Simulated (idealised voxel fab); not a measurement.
voxel self aligned vias: a process module
245 nm wide, 5 nm square cells: that's cross-section cut.
Notation: cross-section as square-cell grid; stated in bands, top first, going down; one or more cell rows per band. A band entry consists of two parts. The first gives the height of the band's top and the height of its bottom, in nm. The rest lists the band's materials from left to right, each with its width in nm. A single material labelled with the word "all across" fills the band from edge to edge, and the word "air" marks empty space. Below 0: as-received wafer, all one material; heights counted from there. Lowest band: no bottom, goes on down, written "0 and below". Read "30 to 40" as a graded width: first number on top, second number at the bottom, same change between each pair of neighbouring rows. Take "identical to before" at face value: in the step it is given for, the cross-section changed in none of its cells. Closed empty spaces (no open way to the top) of 8 cells or more are what "Closed void list" lists, each as width x height at distance from the left edge, nm for all three. The remark found on a step's line after its settings is issued by the simulator itself and pertains to that step. overlay nm: right-of-plan distance of the mask on a masked step; negative values mean left-of-plan.

### Listed below are the process steps as planned
1: RECEIVE: material Si
2: CONFORMAL_DEP: material SiO2, thk nm 15
3: CONFORMAL_DEP: material SiCN, thk nm 5
4: DIRECTIONAL_DEP: material SiO2, thk nm 25
5: MASKED_ETCH: tone open, mask id LINES, width nm 30, pitch nm 65, etch materials SiO2, depth nm 25, overlay nm 0
6: CONFORMAL_DEP: material TiN, thk nm 5
7: FILL_DEP: material W, thk nm 10
8: CMP: height nm 45
9: SELECTIVE_ETCH: etch materials W Ru TiN, depth nm 5
10: FILL_DEP: material SiN, thk nm 5
11: CMP: height nm 45
12: DIRECTIONAL_DEP: material SiO2, thk nm 15
13: MASKED_ETCH: tone open, mask id VIAS, width nm 50, pitch nm 65, etch materials SiO2, depth nm 15, overlay nm 0
14: MASKED_ETCH: tone open, mask id VIAS, width nm 50, pitch nm 65, etch materials SiN, depth nm 5, overlay nm 0
15: CONFORMAL_DEP: material TiN, thk nm 5
16: FILL_DEP: material W, thk nm 5
17: CMP: height nm 60
18: CONFORMAL_DEP: material SiCN, thk nm 5

### Cross-section of the wafer as it came to us, i.e., already through step 1
> 0 and below  Si all across
> Closed void list: none

### Cross-sectional result after module completion. Note: starting condition and plan are unchanged from above; one processing mistake was made
> 65 down to 60  SiCN all across
> 60 down to 45  30 of SiO2  5 of TiN  40 of W  5 of TiN  15 of SiO2  5 of TiN  40 of W  5 of TiN  15 of SiO2  5 of TiN  40 of W  5 of TiN  35 of SiO2
> 45 down to 40  30 of SiN  50 of TiN  15 of SiN  50 of TiN  15 of SiN  50 of TiN  35 of SiN
> 40 down to 25  40 of SiO2  5 of TiN  20 of W  5 of TiN  35 of SiO2  5 of TiN  20 of W  5 of TiN  35 of SiO2  5 of TiN  20 of W  5 of TiN  45 of SiO2
> 25 down to 20  40 of SiO2  30 of TiN  35 of SiO2  30 of TiN  35 of SiO2  30 of TiN  45 of SiO2
> 20 down to 15  SiCN all across
> 15 down to 0  SiO2 all across
> 0 and below  Si all across
> Closed void list: none
Short version of what went wrong: off-plan run, step 4, actual operation and settings DIRECTIONAL_DEP: material SiO2, thk nm 20
